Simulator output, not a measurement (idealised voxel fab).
process module | voxel transistor to metal
cross-section cut | 265 nm wide | cells 5 nm
A cross-section is a grid of square cells, given in bands from the top down. A band is one or more rows of cells.
Each band's line starts with the height of the band's top and of its bottom, in nm. Then come its materials from left to right, each with its width in nm. One material with "throughout" fills the band from edge to edge. "air" is empty space.
Height 0 is the level under which the wafer as received is all one material. The lowest band goes on downwards, as in "0 down".
A width such as "30 to 40" changes by the same amount from each row of cells to the next, from the band's top row to its bottom row.
"no change" after a step means that no cell of the cross-section changed.
closed voids: empty space of 8 cells or more with no open way to the top, each as width x height at its distance from the left edge, in nm
after a step's settings: what the simulator itself notes on the step
overlay nm, on a step with a mask: how far to the right of its planned place the mask lay; to the left if negative
Each pair below shows a cross-section before one step and the cross-section after it, down to the lowest band that changed. The line under each pair gives the step between them, with its settings. The pairs can come from different runs of this module on the same starting wafer, so a pair continues from the pair above only where its "before" says so.
before
  60 to 45: air 25 | W 15 | air 60 | W 15 | air 35 | W 15 | air 60 | W 15 | air 25
  45 to 40: air 25 | TiN 15 | air 60 | TiN 15 | air 35 | TiN 15 | air 60 | TiN 15 | air 25
  40 to 30: SiO2 25 | TiN 5 | W 20 to 10 | TiN 5 to 15 | SiO2 30 | TiN 5 to 15 | W 20 to 10 | TiN 5 | SiO2 35 | TiN 5 | W 20 to 10 | TiN 5 to 15 | SiO2 30 | TiN 5 to 15 | W 20 to 10 | TiN 5 | SiO2 25
  30 to 20: SiO2 25 | TiN 5 | W 10 | TiN 5 | SiN 10 | SiO2 5 | SiCN 20 | SiO2 5 | SiN 10 | TiN 5 | W 10 | TiN 5 | SiO2 35 | TiN 5 | W 10 | TiN 5 | SiN 10 | SiO2 5 | SiCN 20 | SiO2 5 | SiN 10 | TiN 5 | W 10 | TiN 5 | SiO2 25
  20 to 10: SiO2 25 | TiN 5 to 10 | W 10 to 5 | TiN 5 | SiN 10 | SiO2 5 | polySi 20 | SiO2 5 | SiN 10 | TiN 5 | W 10 to 5 | TiN 5 to 10 | SiO2 35 | TiN 5 to 10 | W 10 to 5 | TiN 5 | SiN 10 | SiO2 5 | polySi 20 | SiO2 5 | SiN 10 | TiN 5 | W 10 to 5 | TiN 5 to 10 | SiO2 25
  10 to 5: SiO2 20 | SiN 10 | TiN 15 | SiN 10 | SiO2 5 | polySi 20 | SiO2 5 | SiN 10 | TiN 15 | SiN 10 | SiO2 25 | SiN 10 | TiN 15 | SiN 10 | SiO2 5 | polySi 20 | SiO2 5 | SiN 10 | TiN 15 | SiN 10 | SiO2 20
  5 to 0: SiO2 20 | SiN 10 | SiO2 15 | SiN 10 | SiO2 5 | polySi 20 | SiO2 5 | SiN 10 | SiO2 15 | SiN 10 | SiO2 25 | SiN 10 | SiO2 15 | SiN 10 | SiO2 5 | polySi 20 | SiO2 5 | SiN 10 | SiO2 15 | SiN 10 | SiO2 20
  0 to -5: SiO2 30 | pSi 15 | SiO2 50 | pSi 15 | SiO2 45 | pSi 15 | SiO2 50 | pSi 15 | SiO2 30
  -5 to -35: SiO2 25 | Si 90 | SiO2 35 | Si 90 | SiO2 25
  -35 down: Si throughout
  closed voids: none
after
  65 to 60: air 20 | SiCN 25 | air 50 | SiCN 25 | air 25 | SiCN 25 | air 50 | SiCN 25 | air 20
  60 to 45: air 20 | SiCN 5 | W 15 | SiCN 5 | air 50 | SiCN 5 | W 15 | SiCN 5 | air 25 | SiCN 5 | W 15 | SiCN 5 | air 50 | SiCN 5 | W 15 | SiCN 5 | air 20
  45 to 40: SiCN 25 | TiN 15 | SiCN 60 | TiN 15 | SiCN 35 | TiN 15 | SiCN 60 | TiN 15 | SiCN 25
  below 40: unchanged
  closed voids: none
the step between: op CONFORMAL_DEP | material SiCN | thk nm 5
before: the cross-section after the pair above
after
  75 to 65: SiO2 throughout
  65 to 60: SiO2 20 | SiCN 25 | SiO2 50 | SiCN 25 | SiO2 25 | SiCN 25 | SiO2 50 | SiCN 25 | SiO2 20
  60 to 45: SiO2 20 | SiCN 5 | W 15 | SiCN 5 | SiO2 50 | SiCN 5 | W 15 | SiCN 5 | SiO2 25 | SiCN 5 | W 15 | SiCN 5 | SiO2 50 | SiCN 5 | W 15 | SiCN 5 | SiO2 20
  below 45: unchanged
  closed voids: none
the step between: op FILL_DEP | material SiO2 | thk nm 10
before: the cross-section after the pair above
after
  60 to 45: SiO2 20 | SiCN 5 | W 15 | SiCN 5 | SiO2 50 | SiCN 5 | W 15 | SiCN 5 | SiO2 25 | SiCN 5 | W 15 | SiCN 5 | SiO2 50 | SiCN 5 | W 15 | SiCN 5 | SiO2 20
  below 45: unchanged
  closed voids: none
the step between: op CMP | height nm 60
before: the cross-section after the pair above
after
  65 to 60: SiCN throughout
  below 60: unchanged
  closed voids: none
the step between: op CONFORMAL_DEP | material SiCN | thk nm 5
before: the cross-section after the pair above
after
  100 to 65: SiO2 throughout
  below 65: unchanged
  closed voids: none
the step between: op DIRECTIONAL_DEP | material SiO2 | thk nm 35
before: the cross-section after the pair above
after
  100 to 80: SiO2 25 | air 15 | SiO2 110 | air 15 | SiO2 100
  below 80: unchanged
  closed voids: none
the step between: op MASKED_ETCH | tone open | mask id METAL_2 | width nm 15 | pitch nm 125 | etch materials SiO2 | depth nm 20 | overlay nm 0
before: the cross-section after the pair above
after
  120 to 100: resist 25 | air 15 | resist 110 | air 15 | resist 100
  below 100: unchanged
  closed voids: none
the step between: op PATTERN | tone open | mask id METAL_2_HOLES | material resist | width nm 15 | pitch nm 125 | thk nm 20 | overlay nm 0
before: the cross-section after the pair above
after
  120 to 100: resist 25 | air 15 | resist 110 | air 15 | resist 100
  100 to 65: SiO2 25 | air 15 | SiO2 110 | air 15 | SiO2 100
  below 65: unchanged
  closed voids: none
the step between: op DIRECTIONAL_ETCH | etch materials SiO2 | depth nm 15
before: the cross-section after the pair above
after
  120 to 100: resist 25 | air 15 | resist 110 | air 15 | resist 100
  100 to 65: SiO2 25 | air 15 | SiO2 110 | air 15 | SiO2 100
  65 to 60: SiCN 25 | air 15 | SiCN 110 | air 15 | SiCN 100
  below 60: unchanged
  closed voids: none
the step between: op DIRECTIONAL_ETCH | etch materials SiCN | depth nm 5
before: the cross-section after the pair above
after
  100 to 65: SiO2 25 | air 15 | SiO2 110 | air 15 | SiO2 100
  below 65: unchanged
  closed voids: none
the step between: op STRIP | etch materials resist
before: the cross-section after the pair above
after
  105 to 100: TiN 30 | air 5 | TiN 120 | air 5 | TiN 105
  100 to 65: SiO2 25 | TiN 5 | air 5 | TiN 5 | SiO2 110 | TiN 5 | air 5 | TiN 5 | SiO2 100
  65 to 60: SiCN 25 | TiN 15 | SiCN 110 | TiN 15 | SiCN 100
  below 60: unchanged
  closed voids: none
the step between: op CONFORMAL_DEP | material TiN | thk nm 5
before: the cross-section after the pair above
after
  110 to 105: Cu throughout
  105 to 100: TiN 30 | Cu 5 | TiN 120 | Cu 5 | TiN 105
  100 to 65: SiO2 25 | TiN 5 | Cu 5 | TiN 5 | SiO2 110 | TiN 5 | Cu 5 | TiN 5 | SiO2 100
  below 65: unchanged
  closed voids: none
the step between: op FILL_DEP | material Cu | thk nm 5
before: the cross-section after the pair above
after
  100 to 65: SiO2 25 | TiN 5 | Cu 5 | TiN 5 | SiO2 110 | TiN 5 | Cu 5 | TiN 5 | SiO2 100
  below 65: unchanged
  closed voids: none
the step between: op CMP | height nm 100
before: the cross-section after the pair above
after
  105 to 100: SiN throughout
  below 100: unchanged
  closed voids: none
the step between: op CONFORMAL_DEP | material SiN | thk nm 5
before
  35 to 20: air 20 | resist 100 | air 25 | resist 100 | air 20
  20 to 5: air 20 | SiN 100 | air 25 | SiN 100 | air 20
  5 to 0: air 20 | SiO2 100 | air 25 | SiO2 100 | air 20
  0 down: Si throughout
  closed voids: none
after
  35 to 20: air 20 | resist 100 | air 25 | resist 100 | air 20
  20 to 5: air 20 | SiN 100 | air 25 | SiN 100 | air 20
  5 to 0: air 20 | SiO2 100 | air 25 | SiO2 100 | air 20
  0 to -40: air 20 | Si 100 | air 25 | Si 100 | air 20
  below -40: unchanged
  closed voids: none
the step between: op DIRECTIONAL_ETCH | etch materials Si | depth nm 40
before: the cross-section after the pair above
after
  20 to 5: air 20 | SiN 100 | air 25 | SiN 100 | air 20
  below 5: unchanged
  closed voids: none
the step between: op STRIP | etch materials resist
before: the cross-section after the pair above
after
  20 to 5: air 20 | SiN 100 | air 25 | SiN 100 | air 20
  5 to 0: air 20 | SiO2 100 | air 25 | SiO2 100 | air 20
  0 to -40: air 20 | SiO2 5 | Si 90 | SiO2 5 | air 25 | SiO2 5 | Si 90 | SiO2 5 | air 20
  -40 to -45: SiO2 25 | Si 90 | SiO2 35 | Si 90 | SiO2 25
  below -45: unchanged
  closed voids: none
the step between: op OXIDIZE | depth nm 5
before: the cross-section after the pair above
after
  35 to 20: SiO2 throughout
  20 to 5: SiO2 20 | SiN 100 | SiO2 25 | SiN 100 | SiO2 20
  5 to 0: SiO2 throughout
  0 to -45: SiO2 25 | Si 90 | SiO2 35 | Si 90 | SiO2 25
  below -45: unchanged
  closed voids: none
the step between: op FILL_DEP | material SiO2 | thk nm 15
before: the cross-section after the pair above
after
  20 to 5: SiO2 20 | SiN 100 | SiO2 25 | SiN 100 | SiO2 20
  below 5: unchanged
  closed voids: none
the step between: op CMP | height nm 20
before: the cross-section after the pair above
after
  20 to 15: air 20 | SiN 100 | air 25 | SiN 100 | air 20
  below 15: unchanged
  closed voids: none
the step between: op SELECTIVE_ETCH | etch materials SiO2 | depth nm 5
before: the cross-section after the pair above
after
  15 to 5: SiO2 20 | air 100 | SiO2 25 | air 100 | SiO2 20
  below 5: unchanged
  closed voids: none
the step between: op STRIP | etch materials SiN
before: the cross-section after the pair above
after
  10 to 0: SiO2 15 | air 110 | SiO2 15 | air 110 | SiO2 15
  below 0: unchanged
  closed voids: none
the step between: op SELECTIVE_ETCH | etch materials SiO2 | depth nm 5
before: the cross-section after the pair above
after
  10 to 0: SiO2 15 | air 110 | SiO2 15 | air 110 | SiO2 15
  0 to -5: SiO2 throughout
  below -5: unchanged
  closed voids: none
the step between: op OXIDIZE | depth nm 5
before: the cross-section after the pair above
after
  30 to 20: polySi 15 | air 110 | polySi 15 | air 110 | polySi 15
  20 to 10: polySi throughout
  10 to 0: SiO2 15 | polySi 110 | SiO2 15 | polySi 110 | SiO2 15
  below 0: unchanged
  closed voids: none
the step between: op DIRECTIONAL_DEP | material polySi | thk nm 20
before: the cross-section after the pair above
after
  40 to 30: SiCN 15 | air 110 | SiCN 15 | air 110 | SiCN 15
  30 to 20: polySi 15 | SiCN 110 | polySi 15 | SiCN 110 | polySi 15
  below 20: unchanged
  closed voids: none
the step between: op DIRECTIONAL_DEP | material SiCN | thk nm 10
before: the cross-section after the pair above
after
  50 to 40: aC 15 | air 110 | aC 15 | air 110 | aC 15
  40 to 30: SiCN 15 | aC 110 | SiCN 15 | aC 110 | SiCN 15
  below 30: unchanged
  closed voids: none
the step between: op DIRECTIONAL_DEP | material aC | thk nm 10
before: the cross-section after the pair above
after
  80 to 50: air 60 | resist 20 | air 105 | resist 20 | air 60
  50 to 40: aC 15 | air 45 | resist 20 | air 45 | aC 15 | air 45 | resist 20 | air 45 | aC 15
  below 40: unchanged
  closed voids: none
the step between: op PATTERN | tone cover | mask id GATE | material resist | width nm 20 | pitch nm 125 | thk nm 30 | overlay nm 0
before: the cross-section after the pair above
after
  70 to 40: air 60 | resist 20 | air 105 | resist 20 | air 60
  40 to 30: SiCN 15 | air 45 | aC 20 | air 45 | SiCN 15 | air 45 | aC 20 | air 45 | SiCN 15
  below 30: unchanged
  closed voids: none
the step between: op DIRECTIONAL_ETCH | etch materials aC | depth nm 10
before: the cross-section after the pair above
after
  40 to 30: SiCN 15 | air 45 | aC 20 | air 45 | SiCN 15 | air 45 | aC 20 | air 45 | SiCN 15
  below 30: unchanged
  closed voids: none
the step between: op STRIP | etch materials resist
before: the cross-section after the pair above
after
  40 to 30: air 60 | aC 20 | air 105 | aC 20 | air 60
  30 to 20: polySi 15 | air 45 | SiCN 20 | air 45 | polySi 15 | air 45 | SiCN 20 | air 45 | polySi 15
  below 20: unchanged
  closed voids: none
the step between: op DIRECTIONAL_ETCH | etch materials SiCN | depth nm 20
before: the cross-section after the pair above
after
  40 to 30: air 60 | aC 20 | air 105 | aC 20 | air 60
  30 to 20: air 60 | SiCN 20 | air 105 | SiCN 20 | air 60
  20 to 10: air 60 | polySi 20 | air 105 | polySi 20 | air 60
  10 to 0: SiO2 15 | air 45 | polySi 20 | air 45 | SiO2 15 | air 45 | polySi 20 | air 45 | SiO2 15
  below 0: unchanged
  closed voids: none
the step between: op DIRECTIONAL_ETCH | etch materials polySi | depth nm 30
before: the cross-section after the pair above
after
  30 to 20: air 60 | SiCN 20 | air 105 | SiCN 20 | air 60
  below 20: unchanged
  closed voids: none
the step between: op STRIP | etch materials aC
before: the cross-section after the pair above
after
  35 to 30: air 55 | SiO2 30 | air 95 | SiO2 30 | air 55
  30 to 20: air 55 | SiO2 5 | SiCN 20 | SiO2 5 | air 95 | SiO2 5 | SiCN 20 | SiO2 5 | air 55
  20 to 15: air 55 | SiO2 5 | polySi 20 | SiO2 5 | air 95 | SiO2 5 | polySi 20 | SiO2 5 | air 55
  15 to 5: SiO2 20 | air 35 | SiO2 5 | polySi 20 | SiO2 5 | air 35 | SiO2 25 | air 35 | SiO2 5 | polySi 20 | SiO2 5 | air 35 | SiO2 20
  5 to 0: SiO2 60 | polySi 20 | SiO2 105 | polySi 20 | SiO2 60
  below 0: unchanged
  closed voids: none
the step between: op CONFORMAL_DEP | material SiO2 | thk nm 5
before: the cross-section after the pair above
after
  30 to 20: air 55 | SiO2 5 | SiCN 20 | SiO2 5 | air 95 | SiO2 5 | SiCN 20 | SiO2 5 | air 55
  20 to 10: air 55 | SiO2 5 | polySi 20 | SiO2 5 | air 95 | SiO2 5 | polySi 20 | SiO2 5 | air 55
  10 to 0: SiO2 20 | air 35 | SiO2 5 | polySi 20 | SiO2 5 | air 35 | SiO2 25 | air 35 | SiO2 5 | polySi 20 | SiO2 5 | air 35 | SiO2 20
  below 0: unchanged
  closed voids: none
the step between: op DIRECTIONAL_ETCH | etch materials SiO2 | depth nm 5
before: the cross-section after the pair above
after
  40 to 30: air 45 | SiN 50 | air 75 | SiN 50 | air 45
  30 to 20: air 45 | SiN 10 | SiO2 5 | SiCN 20 | SiO2 5 | SiN 10 | air 75 | SiN 10 | SiO2 5 | SiCN 20 | SiO2 5 | SiN 10 | air 45
  20 to 10: SiN 30 | air 15 | SiN 10 | SiO2 5 | polySi 20 | SiO2 5 | SiN 10 | air 15 | SiN 45 | air 15 | SiN 10 | SiO2 5 | polySi 20 | SiO2 5 | SiN 10 | air 15 | SiN 30
  10 to 0: SiO2 20 | SiN 35 | SiO2 5 | polySi 20 | SiO2 5 | SiN 35 | SiO2 25 | SiN 35 | SiO2 5 | polySi 20 | SiO2 5 | SiN 35 | SiO2 20
  below 0: unchanged
  closed voids: none
the step between: op CONFORMAL_DEP | material SiN | thk nm 10
before: the cross-section after the pair above
after
  30 to 20: air 45 | SiN 10 | SiO2 5 | SiCN 20 | SiO2 5 | SiN 10 | air 75 | SiN 10 | SiO2 5 | SiCN 20 | SiO2 5 | SiN 10 | air 45
  20 to 10: air 45 | SiN 10 | SiO2 5 | polySi 20 | SiO2 5 | SiN 10 | air 75 | SiN 10 | SiO2 5 | polySi 20 | SiO2 5 | SiN 10 | air 45
  10 to 0: SiO2 20 | SiN 10 | air 15 | SiN 10 | SiO2 5 | polySi 20 | SiO2 5 | SiN 10 | air 15 | SiN 10 | SiO2 25 | SiN 10 | air 15 | SiN 10 | SiO2 5 | polySi 20 | SiO2 5 | SiN 10 | air 15 | SiN 10 | SiO2 20
  below 0: unchanged
  closed voids: none
the step between: op DIRECTIONAL_ETCH | etch materials SiN | depth nm 10
before: the cross-section after the pair above
after
  30 to 25: air 45 | SiN 10 | air 5 | SiCN 20 | air 5 | SiN 10 | air 75 | SiN 10 | air 5 | SiCN 20 | air 5 | SiN 10 | air 45
  25 to 20: air 45 | SiN 10 | SiO2 5 | SiCN 20 | SiO2 5 | SiN 10 | air 75 | SiN 10 | SiO2 5 | SiCN 20 | SiO2 5 | SiN 10 | air 45
  20 to 10: air 45 | SiN 10 | SiO2 5 | polySi 20 | SiO2 5 | SiN 10 | air 75 | SiN 10 | SiO2 5 | polySi 20 | SiO2 5 | SiN 10 | air 45
  10 to 5: air 20 | SiN 10 | air 15 | SiN 10 | SiO2 5 | polySi 20 | SiO2 5 | SiN 10 | air 15 | SiN 10 | air 25 | SiN 10 | air 15 | SiN 10 | SiO2 5 | polySi 20 | SiO2 5 | SiN 10 | air 15 | SiN 10 | air 20
  5 to 0: SiO2 20 | SiN 10 | air 15 | SiN 10 | SiO2 5 | polySi 20 | SiO2 5 | SiN 10 | air 15 | SiN 10 | SiO2 25 | SiN 10 | air 15 | SiN 10 | SiO2 5 | polySi 20 | SiO2 5 | SiN 10 | air 15 | SiN 10 | SiO2 20
  0 to -5: SiO2 30 | air 15 | SiO2 50 | air 15 | SiO2 45 | air 15 | SiO2 50 | air 15 | SiO2 30
  below -5: unchanged
  closed voids: none
the step between: op DIRECTIONAL_ETCH | etch materials SiO2 | depth nm 5
before: the cross-section after the pair above
after
  30 to 25: air 45 | SiN 10 | air 5 | SiCN 20 | air 5 | SiN 10 | air 75 | SiN 10 | air 5 | SiCN 20 | air 5 | SiN 10 | air 45
  25 to 20: air 45 | SiN 10 | SiO2 5 | SiCN 20 | SiO2 5 | SiN 10 | air 75 | SiN 10 | SiO2 5 | SiCN 20 | SiO2 5 | SiN 10 | air 45
  20 to 10: air 45 | SiN 10 | SiO2 5 | polySi 20 | SiO2 5 | SiN 10 | air 75 | SiN 10 | SiO2 5 | polySi 20 | SiO2 5 | SiN 10 | air 45
  10 to 5: air 20 | SiN 10 | air 15 | SiN 10 | SiO2 5 | polySi 20 | SiO2 5 | SiN 10 | air 15 | SiN 10 | air 25 | SiN 10 | air 15 | SiN 10 | SiO2 5 | polySi 20 | SiO2 5 | SiN 10 | air 15 | SiN 10 | air 20
  5 to 0: SiO2 20 | SiN 10 | air 15 | SiN 10 | SiO2 5 | polySi 20 | SiO2 5 | SiN 10 | air 15 | SiN 10 | SiO2 25 | SiN 10 | air 15 | SiN 10 | SiO2 5 | polySi 20 | SiO2 5 | SiN 10 | air 15 | SiN 10 | SiO2 20
  0 to -5: SiO2 30 | air 15 | SiO2 50 | air 15 | SiO2 45 | air 15 | SiO2 50 | air 15 | SiO2 30
  -5 to -10: SiO2 25 | Si 5 | air 15 | Si 50 | air 15 | Si 5 | SiO2 35 | Si 5 | air 15 | Si 50 | air 15 | Si 5 | SiO2 25
  below -10: unchanged
  closed voids: none
the step between: op DIRECTIONAL_ETCH | etch materials Si | depth nm 5
before: the cross-section after the pair above
after
  30 to 25: air 45 | SiN 10 | air 5 | SiCN 20 | air 5 | SiN 10 | air 75 | SiN 10 | air 5 | SiCN 20 | air 5 | SiN 10 | air 45
  25 to 20: air 45 | SiN 10 | SiO2 5 | SiCN 20 | SiO2 5 | SiN 10 | air 75 | SiN 10 | SiO2 5 | SiCN 20 | SiO2 5 | SiN 10 | air 45
  20 to 10: air 45 | SiN 10 | SiO2 5 | polySi 20 | SiO2 5 | SiN 10 | air 75 | SiN 10 | SiO2 5 | polySi 20 | SiO2 5 | SiN 10 | air 45
  10 to 5: air 20 | SiN 10 | air 15 | SiN 10 | SiO2 5 | polySi 20 | SiO2 5 | SiN 10 | air 15 | SiN 10 | air 25 | SiN 10 | air 15 | SiN 10 | SiO2 5 | polySi 20 | SiO2 5 | SiN 10 | air 15 | SiN 10 | air 20
  5 to 0: SiO2 20 | SiN 10 | pSi 15 | SiN 10 | SiO2 5 | polySi 20 | SiO2 5 | SiN 10 | pSi 15 | SiN 10 | SiO2 25 | SiN 10 | pSi 15 | SiN 10 | SiO2 5 | polySi 20 | SiO2 5 | SiN 10 | pSi 15 | SiN 10 | SiO2 20
  0 to -5: SiO2 30 | pSi 15 | SiO2 50 | pSi 15 | SiO2 45 | pSi 15 | SiO2 50 | pSi 15 | SiO2 30
  -5 to -10: SiO2 25 | Si 5 | pSi 15 | Si 50 | pSi 15 | Si 5 | SiO2 35 | Si 5 | pSi 15 | Si 50 | pSi 15 | Si 5 | SiO2 25
  below -10: unchanged
  closed voids: none
the step between: op EPI | material pSi | thk nm 10
before: the cross-section after the pair above
after
  40 to 30: SiO2 throughout
  30 to 20: SiO2 45 | SiN 10 | SiO2 5 | SiCN 20 | SiO2 5 | SiN 10 | SiO2 75 | SiN 10 | SiO2 5 | SiCN 20 | SiO2 5 | SiN 10 | SiO2 45
  20 to 10: SiO2 45 | SiN 10 | SiO2 5 | polySi 20 | SiO2 5 | SiN 10 | SiO2 75 | SiN 10 | SiO2 5 | polySi 20 | SiO2 5 | SiN 10 | SiO2 45
  10 to 5: SiO2 20 | SiN 10 | SiO2 15 | SiN 10 | SiO2 5 | polySi 20 | SiO2 5 | SiN 10 | SiO2 15 | SiN 10 | SiO2 25 | SiN 10 | SiO2 15 | SiN 10 | SiO2 5 | polySi 20 | SiO2 5 | SiN 10 | SiO2 15 | SiN 10 | SiO2 20
  below 5: unchanged
  closed voids: none
the step between: op FILL_DEP | material SiO2 | thk nm 10
before: the cross-section after the pair above
after
  30 to 20: SiO2 45 | SiN 10 | SiO2 5 | SiCN 20 | SiO2 5 | SiN 10 | SiO2 75 | SiN 10 | SiO2 5 | SiCN 20 | SiO2 5 | SiN 10 | SiO2 45
  below 20: unchanged
  closed voids: none
the step between: op CMP | height nm 30
before: the cross-section after the pair above
after
  40 to 30: SiO2 throughout
  below 30: unchanged
  closed voids: none
the step between: op DIRECTIONAL_DEP | material SiO2 | thk nm 10
before: the cross-section after the pair above
after
  60 to 40: resist 25 | air 30 | resist 30 | air 30 | resist 35 | air 30 | resist 30 | air 30 | resist 25
  below 40: unchanged
  closed voids: none
the step between: op PATTERN | tone open | mask id CONTACT | material resist | width nm 30 | thk nm 20 | overlay nm 0
before: the cross-section after the pair above
after
  60 to 40: resist 25 | air 30 | resist 30 | air 30 | resist 35 | air 30 | resist 30 | air 30 | resist 25
  40 to 30: SiO2 25 | air 30 | SiO2 30 | air 30 | SiO2 35 | air 30 | SiO2 30 | air 30 | SiO2 25
  30 to 20: SiO2 25 | air 20 | SiN 10 | SiO2 5 | SiCN 20 | SiO2 5 | SiN 10 | air 20 | SiO2 35 | air 20 | SiN 10 | SiO2 5 | SiCN 20 | SiO2 5 | SiN 10 | air 20 | SiO2 25
  20 to 10: SiO2 25 | air 20 | SiN 10 | SiO2 5 | polySi 20 | SiO2 5 | SiN 10 | air 20 | SiO2 35 | air 20 | SiN 10 | SiO2 5 | polySi 20 | SiO2 5 | SiN 10 | air 20 | SiO2 25
  10 to 5: SiO2 20 | SiN 10 | air 15 | SiN 10 | SiO2 5 | polySi 20 | SiO2 5 | SiN 10 | air 15 | SiN 10 | SiO2 25 | SiN 10 | air 15 | SiN 10 | SiO2 5 | polySi 20 | SiO2 5 | SiN 10 | air 15 | SiN 10 | SiO2 20
  below 5: unchanged
  closed voids: none
the step between: op DIRECTIONAL_ETCH | etch materials SiO2 | depth nm 35
before: the cross-section after the pair above
after
  40 to 30: SiO2 25 | air 30 | SiO2 30 | air 30 | SiO2 35 | air 30 | SiO2 30 | air 30 | SiO2 25
  below 30: unchanged
  closed voids: none
the step between: op STRIP | etch materials resist
before: the cross-section after the pair above
after
  45 to 40: TiN 30 | air 20 | TiN 40 | air 20 | TiN 45 | air 20 | TiN 40 | air 20 | TiN 30
  40 to 30: SiO2 25 | TiN 5 | air 20 to 10 | TiN 5 to 15 | SiO2 30 | TiN 5 to 15 | air 20 to 10 | TiN 5 | SiO2 35 | TiN 5 | air 20 to 10 | TiN 5 to 15 | SiO2 30 | TiN 5 to 15 | air 20 to 10 | TiN 5 | SiO2 25
  30 to 20: SiO2 25 | TiN 5 | air 10 | TiN 5 | SiN 10 | SiO2 5 | SiCN 20 | SiO2 5 | SiN 10 | TiN 5 | air 10 | TiN 5 | SiO2 35 | TiN 5 | air 10 | TiN 5 | SiN 10 | SiO2 5 | SiCN 20 | SiO2 5 | SiN 10 | TiN 5 | air 10 | TiN 5 | SiO2 25
  20 to 10: SiO2 25 | TiN 5 to 10 | air 10 to 5 | TiN 5 | SiN 10 | SiO2 5 | polySi 20 | SiO2 5 | SiN 10 | TiN 5 | air 10 to 5 | TiN 5 to 10 | SiO2 35 | TiN 5 to 10 | air 10 to 5 | TiN 5 | SiN 10 | SiO2 5 | polySi 20 | SiO2 5 | SiN 10 | TiN 5 | air 10 to 5 | TiN 5 to 10 | SiO2 25
  10 to 5: SiO2 20 | SiN 10 | TiN 15 | SiN 10 | SiO2 5 | polySi 20 | SiO2 5 | SiN 10 | TiN 15 | SiN 10 | SiO2 25 | SiN 10 | TiN 15 | SiN 10 | SiO2 5 | polySi 20 | SiO2 5 | SiN 10 | TiN 15 | SiN 10 | SiO2 20
  below 5: unchanged
  closed voids: none
the step between: op CONFORMAL_DEP | material TiN | thk nm 5
before: the cross-section after the pair above
after
  50 to 45: W throughout
  45 to 40: TiN 30 | W 20 | TiN 40 | W 20 | TiN 45 | W 20 | TiN 40 | W 20 | TiN 30
  40 to 30: SiO2 25 | TiN 5 | W 20 to 10 | TiN 5 to 15 | SiO2 30 | TiN 5 to 15 | W 20 to 10 | TiN 5 | SiO2 35 | TiN 5 | W 20 to 10 | TiN 5 to 15 | SiO2 30 | TiN 5 to 15 | W 20 to 10 | TiN 5 | SiO2 25
  30 to 20: SiO2 25 | TiN 5 | W 10 | TiN 5 | SiN 10 | SiO2 5 | SiCN 20 | SiO2 5 | SiN 10 | TiN 5 | W 10 | TiN 5 | SiO2 35 | TiN 5 | W 10 | TiN 5 | SiN 10 | SiO2 5 | SiCN 20 | SiO2 5 | SiN 10 | TiN 5 | W 10 | TiN 5 | SiO2 25
  20 to 10: SiO2 25 | TiN 5 to 10 | W 10 to 5 | TiN 5 | SiN 10 | SiO2 5 | polySi 20 | SiO2 5 | SiN 10 | TiN 5 | W 10 to 5 | TiN 5 to 10 | SiO2 35 | TiN 5 to 10 | W 10 to 5 | TiN 5 | SiN 10 | SiO2 5 | polySi 20 | SiO2 5 | SiN 10 | TiN 5 | W 10 to 5 | TiN 5 to 10 | SiO2 25
  below 10: unchanged
  closed voids: none
the step between: op FILL_DEP | material W | thk nm 5
before: the cross-section after the pair above
after
  40 to 30: SiO2 25 | TiN 5 | W 20 to 10 | TiN 5 to 15 | SiO2 30 | TiN 5 to 15 | W 20 to 10 | TiN 5 | SiO2 35 | TiN 5 | W 20 to 10 | TiN 5 to 15 | SiO2 30 | TiN 5 to 15 | W 20 to 10 | TiN 5 | SiO2 25
  below 30: unchanged
  closed voids: none
the step between: op CMP | height nm 40
before: the cross-section after the pair above
after
  45 to 40: TiN throughout
  below 40: unchanged
  closed voids: none
the step between: op DIRECTIONAL_DEP | material TiN | thk nm 5
before: the cross-section after the pair above
after
  60 to 45: W throughout
  below 45: unchanged
  closed voids: none
the step between: op DIRECTIONAL_DEP | material W | thk nm 15
before: the cross-section after the pair above
after
  60 to 45: air 25 | W 15 | air 60 | W 15 | air 35 | W 15 | air 60 | W 15 | air 25
  below 45: unchanged
  closed voids: none
the step between: op MASKED_ETCH | tone cover | mask id METAL_1 | width nm 15 | etch materials W | depth nm 15 | overlay nm 0
before: the cross-section after the pair above
after
  60 to 45: air 25 | W 15 | air 60 | W 15 | air 35 | W 15 | air 60 | W 15 | air 25
  45 to 40: air 25 | TiN 15 | air 60 | TiN 15 | air 35 | TiN 15 | air 60 | TiN 15 | air 25
  below 40: unchanged
  closed voids: none
the step between: op MASKED_ETCH | tone cover | mask id METAL_1 | width nm 15 | etch materials TiN | depth nm 5 | overlay nm 0
before: the cross-section after the pair above
after
  65 to 60: air 20 | SiCN 25 | air 50 | SiCN 25 | air 25 | SiCN 25 | air 50 | SiCN 25 | air 20
  60 to 45: air 20 | SiCN 5 | W 15 | SiCN 5 | air 50 | SiCN 5 | W 15 | SiCN 5 | air 25 | SiCN 5 | W 15 | SiCN 5 | air 50 | SiCN 5 | W 15 | SiCN 5 | air 20
  45 to 40: SiCN 25 | TiN 15 | SiCN 60 | TiN 15 | SiCN 35 | TiN 15 | SiCN 60 | TiN 15 | SiCN 25
  below 40: unchanged
  closed voids: none
the step between: op CONFORMAL_DEP | material SiCN | thk nm 5
before: the cross-section after the pair above
after
  75 to 65: SiO2 throughout
  65 to 60: SiO2 20 | SiCN 25 | SiO2 50 | SiCN 25 | SiO2 25 | SiCN 25 | SiO2 50 | SiCN 25 | SiO2 20
  60 to 45: SiO2 20 | SiCN 5 | W 15 | SiCN 5 | SiO2 50 | SiCN 5 | W 15 | SiCN 5 | SiO2 25 | SiCN 5 | W 15 | SiCN 5 | SiO2 50 | SiCN 5 | W 15 | SiCN 5 | SiO2 20
  below 45: unchanged
  closed voids: none
the step between: op FILL_DEP | material SiO2 | thk nm 10
before: the cross-section after the pair above
after
  60 to 45: SiO2 20 | SiCN 5 | W 15 | SiCN 5 | SiO2 50 | SiCN 5 | W 15 | SiCN 5 | SiO2 25 | SiCN 5 | W 15 | SiCN 5 | SiO2 50 | SiCN 5 | W 15 | SiCN 5 | SiO2 20
  below 45: unchanged
  closed voids: none
the step between: op CMP | height nm 60
before: the cross-section after the pair above
after
  65 to 60: SiCN throughout
  below 60: unchanged
  closed voids: none
the step between: op CONFORMAL_DEP | material SiCN | thk nm 5
before: the cross-section after the pair above
after
  100 to 65: SiO2 throughout
  below 65: unchanged
  closed voids: none
the step between: op DIRECTIONAL_DEP | material SiO2 | thk nm 35
before: the cross-section after the pair above
after
  100 to 80: SiO2 25 | air 15 | SiO2 110 | air 15 | SiO2 100
  below 80: unchanged
  closed voids: none
the step between: op MASKED_ETCH | tone open | mask id METAL_2 | width nm 15 | pitch nm 125 | etch materials SiO2 | depth nm 20 | overlay nm 0
before: the cross-section after the pair above
after
  120 to 100: resist 25 | air 15 | resist 110 | air 15 | resist 100
  below 100: unchanged
  closed voids: none
the step between: op PATTERN | tone open | mask id METAL_2_HOLES | material resist | width nm 15 | pitch nm 125 | thk nm 20 | overlay nm 0
